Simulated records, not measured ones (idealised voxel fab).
Process module under the name voxel self aligned vias
Square cells of 5 nm make up the cross-section cut, whose width is 225 nm.
In what follows, cross-sections appear as grids of square cells, described through bands that run from the top down, where every band is one or more rows of cells. Band: top height; bottom height; in nm. Then, left to right: material with width in nm, for each material. "throughout": a single material spanning edge to edge. "empty": empty space. Heights are reckoned from 0. Under this level, the received wafer is all of one material. The bottommost band is open-ended downward, for example "top 0, no bottom". Width spec "30..40" -> top row of cells at first value, bottom row at second value, equal per-row change in between. "no alteration" for a step: no cell of the cross-section changed in that step. Closed-off voids of 8+ cells (no open route to the top) go in "Closed void listing", written width x height at distance from the left edge, in nm. The remark found on a step's line after its settings is issued by the simulator itself and pertains to that step. Regarding "overlay nm": on a step with a mask, it is the distance the mask lay to the right of its planned place; a negative value places it to the left.

**Listed below are the process steps as planned**
1 RECEIVE,material Si
2 CONFORMAL_DEP,material SiO2,thk nm 15
3 CONFORMAL_DEP,material SiCN,thk nm 5
4 DIRECTIONAL_DEP,material SiO2,thk nm 20
5 DIRECTIONAL_DEP,material aC,thk nm 15
6 PATTERN,tone open,mask id LINES,material resist,width nm 20,pitch nm 50,thk nm 35,overlay nm 0
7 DIRECTIONAL_ETCH,etch materials aC,depth nm 15
8 STRIP,etch materials resist
9 DIRECTIONAL_ETCH,etch materials SiO2,depth nm 20
10 STRIP,etch materials aC
11 CONFORMAL_DEP,material TiN,thk nm 5
12 FILL_DEP,material W,thk nm 5
13 CMP,height nm 40
14 SELECTIVE_ETCH,etch materials W Ru TiN,depth nm 5
15 FILL_DEP,material SiN,thk nm 5
16 CMP,height nm 40
17 DIRECTIONAL_DEP,material SiO2,thk nm 15
18 DIRECTIONAL_DEP,material aC,thk nm 15
19 PATTERN,tone open,mask id VIAS,material resist,width nm 30,pitch nm 50,thk nm 30,overlay nm -15
20 DIRECTIONAL_ETCH,etch materials aC,depth nm 15
21 STRIP,etch materials resist
22 DIRECTIONAL_ETCH,etch materials SiO2,depth nm 15
23 DIRECTIONAL_ETCH,etch materials SiN,depth nm 5
24 STRIP,etch materials aC
25 CONFORMAL_DEP,material TiN,thk nm 5
26 FILL_DEP,material Cu,thk nm 10
27 CMP,height nm 55
28 CONFORMAL_DEP,material SiCN,thk nm 5
Where the wafers of this document differ is in the overlay nm of step 19; they start out the same, and the plan states the value that applied to the first wafer.

**So this is the first of several wafers, cross-sectioned as it came to us, meaning it's at the end of step 1**
top 0, no bottom  Si throughout
Closed void listing: none

**wafer rows; end of module; cells per material since receipt: (+) gained, (-) lost; then closed voids**
overlay nm -15; +16 Cu; +90 SiCN; +4 SiN; +382 SiO2; +40 TiN; +8 W; Closed void listing: none
overlay nm -10; +18 Cu; +90 SiCN; +2 SiN; +382 SiO2; +40 TiN; +8 W; Closed void listing: none
overlay nm -5; +20 Cu; +90 SiCN; +382 SiO2; +40 TiN; +8 W; Closed void listing: none
overlay nm 0; +20 Cu; +90 SiCN; +382 SiO2; +40 TiN; +8 W; Closed void listing: none
overlay nm 5; +20 Cu; +90 SiCN; +382 SiO2; +40 TiN; +8 W; Closed void listing: none
overlay nm 10; +18 Cu; +90 SiCN; +2 SiN; +382 SiO2; +40 TiN; +8 W; Closed void listing: none
overlay nm 15; +16 Cu; +90 SiCN; +4 SiN; +382 SiO2; +40 TiN; +8 W; Closed void listing: none
